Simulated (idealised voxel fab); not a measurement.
The following process module bears the name voxel ribs on slabs.
Each square cell in cross-section cut measures 5 nm, and the section as a whole is 150 nm wide.
Just so we're on the same page, the cross-sections are grids of square cells, and they're listed out in bands top to bottom, each band one or more rows deep.
The band entry comprises the height of the band's top followed by the height of its bottom, expressed in nm, and subsequently the band's materials from left to right, each stated together with its width in nm. Where a single material is marked with the word "everywhere", that material fills the band from edge to edge. The word "blank" represents empty space.
The level at which height equals 0 is the one under which the wafer, as it arrives, is entirely one material. No lower edge exists for the bottom band, which continues downward and is notated as in "0 down".
Read "30..40" as a graded width: first number on top, second number at the bottom, same change between each pair of neighbouring rows.
"no modifications", as given for a step, is the statement that not any cell of the cross-section underwent a change during that step.
In "Fully closed voids" the enclosed voids are listed, meaning empty spaces of 8 cells or larger without any opening to the top. The form is width x height at distance, distance from the left edge, units nm.
Read whatever lies past the settings on a step's line as the simulator's own remark about the step.
The line of a step may include "overlay nm". On a step with a mask, this value is how far to the right of its planned place the mask lay. A negative value means the mask lay to the left.

Here's what the planned process steps look like
| 1 | RECEIVE (material Si) |
| 2 | DIRECTIONAL_DEP (material SiO2; thk nm 25) |
| 3 | DIRECTIONAL_DEP (material polySi; thk nm 15) |
| 4 | DIRECTIONAL_DEP (material aC; thk nm 10) |
| 5 | PATTERN (tone cover; mask id RIB; material resist; width nm 15; thk nm 25; overlay nm 0) |
| 6 | DIRECTIONAL_ETCH (etch materials aC; depth nm 10) |
| 7 | STRIP (etch materials resist) |
| 8 | DIRECTIONAL_ETCH (etch materials polySi; depth nm 10) |
| 9 | STRIP (etch materials aC) |
| 10 | DIRECTIONAL_DEP (material aC; thk nm 15) |
| 11 | PATTERN (tone cover; mask id SLAB; material resist; width nm 55; thk nm 35; overlay nm 0) |
| 12 | DIRECTIONAL_ETCH (etch materials aC; depth nm 15) |
| 13 | STRIP (etch materials resist) |
| 14 | DIRECTIONAL_ETCH (etch materials polySi; depth nm 5) |
| 15 | STRIP (etch materials aC) |
| 16 | FILL_DEP (material SiO2; thk nm 15) |
| 17 | CMP (height nm 50) |
| 18 | DIRECTIONAL_DEP (material TiN; thk nm 10) |
| 19 | DIRECTIONAL_DEP (material aC; thk nm 15) |
| 20 | PATTERN (tone cover; mask id HEATER; material resist; width nm 25; thk nm 35; overlay nm 0) |
| 21 | DIRECTIONAL_ETCH (etch materials aC; depth nm 15) |
| 22 | STRIP (etch materials resist) |
| 23 | DIRECTIONAL_ETCH (etch materials TiN; depth nm 10) |
| 24 | STRIP (etch materials aC) |
| 25 | CONFORMAL_DEP (material SiN; thk nm 5) |

Cross-section of the incoming wafer, state after step 1
> 0 down = Si everywhere
> Fully closed voids: none

Here's the cross-section of the first of our two wafers at the end of the module - it ran as planned
> 65 to 60 = 55 blank  35 SiN  60 blank
> 60 to 55 = 55 blank  5 SiN  25 TiN  5 SiN  60 blank
> 55 to 50 = 60 SiN  25 TiN  65 SiN
> 50 to 40 = SiO2 everywhere
> 40 to 30 = 65 SiO2  15 polySi  70 SiO2
> 30 to 25 = 45 SiO2  55 polySi  50 SiO2
> 25 to 0 = SiO2 everywhere
> 0 down = Si everywhere
> Fully closed voids: none

This is the second of the two wafers, cross-sectioned at the end of the module; it started exactly like the first and was given the same plan, but it was run with one mistake
> 60 to 50 = 60 blank  25 TiN  65 blank
> 50 to 40 = SiO2 everywhere
> 40 to 30 = 65 SiO2  15 polySi  70 SiO2
> 30 to 25 = 45 SiO2  55 polySi  50 SiO2
> 25 to 0 = SiO2 everywhere
> 0 down = Si everywhere
> Fully closed voids: none
what went wrong: the run left out plan step 25 entirely, so it was never executed
FYI, end of process, the second wafer has more or fewer cells of some materials than the first: SiN: 34 fewer
